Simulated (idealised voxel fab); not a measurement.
Title: Process Module voxel plated lines
Cross-sectional view cut (width: 225 nm; square cell size: 5 nm).
Format of a cross-section: grid, square cells. Given as bands. Order: top down. Band: one or more rows of cells. Band: top height; bottom height; in nm. Then, left to right: material with width in nm, for each material. "edge to edge": a single material spanning edge to edge. "blank": empty space. Heights are measured from 0, the level below which the as-received wafer is all one material; the lowest band has no bottom and continues downward, written as in "z 0 and below". It should be noted that a width expressed as "30->40" varies in equal increments from row to row of cells within the band, taking the value of the first number at the top row and that of the second number at the bottom row. "no modification", as given for a step, is the statement that not any cell of the cross-section underwent a change during that step. Reported under the label "Closed void entries" are the empty spaces having no open way to the top and comprising 8 cells or more; the notation for each is width x height at distance, in which the distance is measured from the left edge and all three values are in nm. Past the settings on a step's line: simulator remark, on that step. Each step line may optionally specify "overlay nm", which for a step with a mask gives the rightward distance between the mask's planned place and where it lay, a negative value indicating the leftward direction.

Listed below are the process steps as planned
1. RECEIVE | material Si
2. CONFORMAL_DEP | material SiN | thk nm 10
3. DIRECTIONAL_DEP | material TiN | thk nm 5
4. PATTERN | tone open | mask id LINES | material resist | width nm 30 | pitch nm 45 | thk nm 40 | overlay nm 0
5. EPI | material Ru | thk nm 5
6. EPI | material Ru | thk nm 10
7. EPI | material Ru | thk nm 5
8. STRIP | etch materials resist
9. DIRECTIONAL_ETCH | etch materials TiN | depth nm 5
10. CONFORMAL_DEP | material SiO2 | thk nm 10

Cross-section, incoming material, after step 1
  z 0 and below: Si edge to edge
  Closed void entries: none

Cross-section at module end, one run error; start and plan unchanged from above
  z 45 to 35: 60 of blank; 105 of SiO2; 60 of blank
  z 35 to 30: 60 of blank; 10 of SiO2; 40 of Ru; 5 of SiO2; 40 of Ru; 10 of SiO2; 60 of blank
  z 30 to 20: 70 of SiO2; 40 of Ru; 5 of SiO2; 40 of Ru; 70 of SiO2
  z 20 to 15: Ru edge to edge
  z 15 to 10: TiN edge to edge
  z 10 to 0: SiN edge to edge
  z 0 and below: Si edge to edge
  Closed void entries: none
Deviation noted in wafer processing: steps 7 and 8: order swapped relative to plan
